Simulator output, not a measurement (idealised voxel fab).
process module | voxel capacitor over wiring
cross-section cut | 170 nm wide | cells 5 nm
A cross-section is a grid of square cells, given in bands from the top down. A band is one or more rows of cells.
Each band's line starts with the height of the band's top and of its bottom, in nm. Then come its materials from left to right, each with its width in nm. One material with "throughout" fills the band from edge to edge. "air" is empty space.
Height 0 is the level under which the wafer as received is all one material. The lowest band goes on downwards, as in "0 down".
A width such as "30 to 40" changes by the same amount from each row of cells to the next, from the band's top row to its bottom row.
"no change" after a step means that no cell of the cross-section changed.
closed voids: empty space of 8 cells or more with no open way to the top, each as width x height at its distance from the left edge, in nm
after a step's settings: what the simulator itself notes on the step
overlay nm, on a step with a mask: how far to the right of its planned place the mask lay; to the left if negative
plan
1 op RECEIVE | material Si
2 op CONFORMAL_DEP | material SiO2 | thk nm 10
3 op DIRECTIONAL_DEP | material TiN | thk nm 5
4 op DIRECTIONAL_DEP | material Ru | thk nm 15
5 op PATTERN | tone cover | mask id METAL_1 | material resist | width nm 25 | pitch nm 85 | thk nm 15 | overlay nm 0
6 op DIRECTIONAL_ETCH | etch materials Ru | depth nm 15
7 op DIRECTIONAL_ETCH | etch materials TiN | depth nm 5
8 op STRIP | etch materials resist
9 op FILL_DEP | material lowk | thk nm 10
10 op CMP | height nm 30
11 op CONFORMAL_DEP | material SiCN | thk nm 5
12 op DIRECTIONAL_DEP | material lowk | thk nm 10
13 op PATTERN | tone open | mask id PLUG_1 | material resist | width nm 15 | thk nm 15 | overlay nm 0
14 op DIRECTIONAL_ETCH | etch materials lowk | depth nm 10
15 op DIRECTIONAL_ETCH | etch materials SiCN | depth nm 5
16 op STRIP | etch materials resist
17 op EPI | material Ru | thk nm 10
18 op EPI | material Ru | thk nm 5
19 op DIRECTIONAL_DEP | material TiN | thk nm 10
20 op DIRECTIONAL_DEP | material Al2O3 | thk nm 5
21 op DIRECTIONAL_DEP | material TiN | thk nm 5
22 op MASKED_ETCH | tone cover | mask id UPPER_PLATE | width nm 65 | etch materials TiN | depth nm 5 | overlay nm 0
23 op MASKED_ETCH | tone cover | mask id UPPER_PLATE | width nm 65 | etch materials Al2O3 | depth nm 5 | overlay nm 0
24 op DIRECTIONAL_DEP | material aC | thk nm 15
25 op PATTERN | tone cover | mask id LOWER_PLATE | material resist | width nm 75 | thk nm 35 | overlay nm 0
26 op DIRECTIONAL_ETCH | etch materials aC | depth nm 15
27 op STRIP | etch materials resist
28 op DIRECTIONAL_ETCH | etch materials TiN | depth nm 10
29 op STRIP | etch materials aC
30 op FILL_DEP | material SiO2 | thk nm 20
31 op CMP | height nm 80
32 op DIRECTIONAL_DEP | material aC | thk nm 15
33 op PATTERN | tone open | mask id PLUG_2 | material resist | width nm 15 | thk nm 30 | overlay nm 0
34 op DIRECTIONAL_ETCH | etch materials aC | depth nm 15
35 op STRIP | etch materials resist
36 op DIRECTIONAL_ETCH | etch materials SiO2 | depth nm 15
37 op STRIP | etch materials aC
38 op CONFORMAL_DEP | material TiN | thk nm 5
39 op FILL_DEP | material Cu | thk nm 5
40 op CMP | height nm 80
41 op CONFORMAL_DEP | material SiN | thk nm 5
first wafer, as planned
as received, after step 1
  0 down: Si throughout
  closed voids: none
after step 2
  10 to 0: SiO2 throughout
  below 0: unchanged
after step 3
  15 to 10: TiN throughout
  below 10: unchanged
after step 4
  30 to 15: Ru throughout
  below 15: unchanged
after step 5
  45 to 30: air 30 | resist 25 | air 60 | resist 25 | air 30
  below 30: unchanged
after step 6
  45 to 30: air 30 | resist 25 | air 60 | resist 25 | air 30
  30 to 15: air 30 | Ru 25 | air 60 | Ru 25 | air 30
  below 15: unchanged
after step 7
  45 to 30: air 30 | resist 25 | air 60 | resist 25 | air 30
  30 to 15: air 30 | Ru 25 | air 60 | Ru 25 | air 30
  15 to 10: air 30 | TiN 25 | air 60 | TiN 25 | air 30
  below 10: unchanged
after step 8
  30 to 15: air 30 | Ru 25 | air 60 | Ru 25 | air 30
  below 15: unchanged
after step 9
  40 to 30: lowk throughout
  30 to 15: lowk 30 | Ru 25 | lowk 60 | Ru 25 | lowk 30
  15 to 10: lowk 30 | TiN 25 | lowk 60 | TiN 25 | lowk 30
  below 10: unchanged
after step 10
  30 to 15: lowk 30 | Ru 25 | lowk 60 | Ru 25 | lowk 30
  below 15: unchanged
after step 11
  35 to 30: SiCN throughout
  below 30: unchanged
after step 12
  45 to 35: lowk throughout
  below 35: unchanged
after step 13
  60 to 45: resist 40 | air 15 | resist 115
  below 45: unchanged
after step 14
  60 to 45: resist 40 | air 15 | resist 115
  45 to 35: lowk 40 | air 15 | lowk 115
  below 35: unchanged
after step 15
  60 to 45: resist 40 | air 15 | resist 115
  45 to 35: lowk 40 | air 15 | lowk 115
  35 to 30: SiCN 40 | air 15 | SiCN 115
  below 30: unchanged
after step 16
  45 to 35: lowk 40 | air 15 | lowk 115
  below 35: unchanged
after step 17
  45 to 40: lowk 40 | air 15 | lowk 115
  40 to 35: lowk 40 | Ru 15 | lowk 115
  35 to 30: SiCN 40 | Ru 15 | SiCN 115
  below 30: unchanged
after step 18
  45 to 35: lowk 40 | Ru 15 | lowk 115
  below 35: unchanged
after step 19
  55 to 45: TiN throughout
  below 45: unchanged
after step 20
  60 to 55: Al2O3 throughout
  below 55: unchanged
after step 21
  65 to 60: TiN throughout
  below 60: unchanged
after step 22
  65 to 60: air 40 | TiN 65 | air 65
  below 60: unchanged
after step 23
  65 to 60: air 40 | TiN 65 | air 65
  60 to 55: air 40 | Al2O3 65 | air 65
  below 55: unchanged
after step 24
  80 to 70: air 40 | aC 65 | air 65
  70 to 65: aC throughout
  65 to 60: aC 40 | TiN 65 | aC 65
  60 to 55: aC 40 | Al2O3 65 | aC 65
  below 55: unchanged
after step 25
  115 to 80: air 35 | resist 75 | air 60
  80 to 70: air 35 | resist 5 | aC 65 | resist 5 | air 60
  below 70: unchanged
after step 26
  100 to 80: air 35 | resist 75 | air 60
  80 to 70: air 35 | resist 5 | aC 65 | resist 5 | air 60
  70 to 65: air 35 | aC 75 | air 60
  65 to 60: air 35 | aC 5 | TiN 65 | aC 5 | air 60
  60 to 55: air 35 | aC 5 | Al2O3 65 | aC 5 | air 60
  below 55: unchanged
after step 27
  80 to 70: air 40 | aC 65 | air 65
  below 70: unchanged
after step 28
  80 to 70: air 40 | aC 65 | air 65
  70 to 65: air 35 | aC 75 | air 60
  65 to 60: air 35 | aC 5 | TiN 65 | aC 5 | air 60
  60 to 55: air 35 | aC 5 | Al2O3 65 | aC 5 | air 60
  55 to 45: air 35 | TiN 75 | air 60
  below 45: unchanged
after step 29
  65 to 60: air 40 | TiN 65 | air 65
  60 to 55: air 40 | Al2O3 65 | air 65
  below 55: unchanged
after step 30
  85 to 65: SiO2 throughout
  65 to 60: SiO2 40 | TiN 65 | SiO2 65
  60 to 55: SiO2 40 | Al2O3 65 | SiO2 65
  55 to 45: SiO2 35 | TiN 75 | SiO2 60
  below 45: unchanged
after step 31
  80 to 65: SiO2 throughout
  below 65: unchanged
after step 32
  95 to 80: aC throughout
  below 80: unchanged
after step 33
  125 to 95: resist 50 | air 15 | resist 105
  below 95: unchanged
after step 34
  110 to 95: resist 50 | air 15 | resist 105
  95 to 80: aC 50 | air 15 | aC 105
  below 80: unchanged
after step 35
  95 to 80: aC 50 | air 15 | aC 105
  below 80: unchanged
after step 36
  95 to 80: aC 50 | air 15 | aC 105
  80 to 65: SiO2 50 | air 15 | SiO2 105
  below 65: unchanged
after step 37
  80 to 65: SiO2 50 | air 15 | SiO2 105
  below 65: unchanged
after step 38
  85 to 80: TiN 55 | air 5 | TiN 110
  80 to 70: SiO2 50 | TiN 5 | air 5 | TiN 5 | SiO2 105
  70 to 60: SiO2 50 to 40 | TiN 15 to 65 | SiO2 105 to 65
  below 60: unchanged
after step 39
  90 to 85: Cu throughout
  85 to 80: TiN 55 | Cu 5 | TiN 110
  80 to 70: SiO2 50 | TiN 5 | Cu 5 | TiN 5 | SiO2 105
  below 70: unchanged
after step 40
  80 to 70: SiO2 50 | TiN 5 | Cu 5 | TiN 5 | SiO2 105
  below 70: unchanged
after step 41
  85 to 80: SiN throughout
  below 80: unchanged
second wafer: like start, like plan, one mistake. Through step 39 it matches the first wafer
when step 40 should have ended
  70 to 60: SiO2 50 to 40 | TiN 15 to 65 | SiO2 105 to 65
  below 60: unchanged
when step 41 should have ended
  75 to 70: SiN throughout
  below 70: unchanged
what went wrong: step 40 ran as: op CMP | height nm 70
at the end the second wafer has, in cells: 2 fewer of Cu | 62 fewer of SiO2 | 4 fewer of TiN
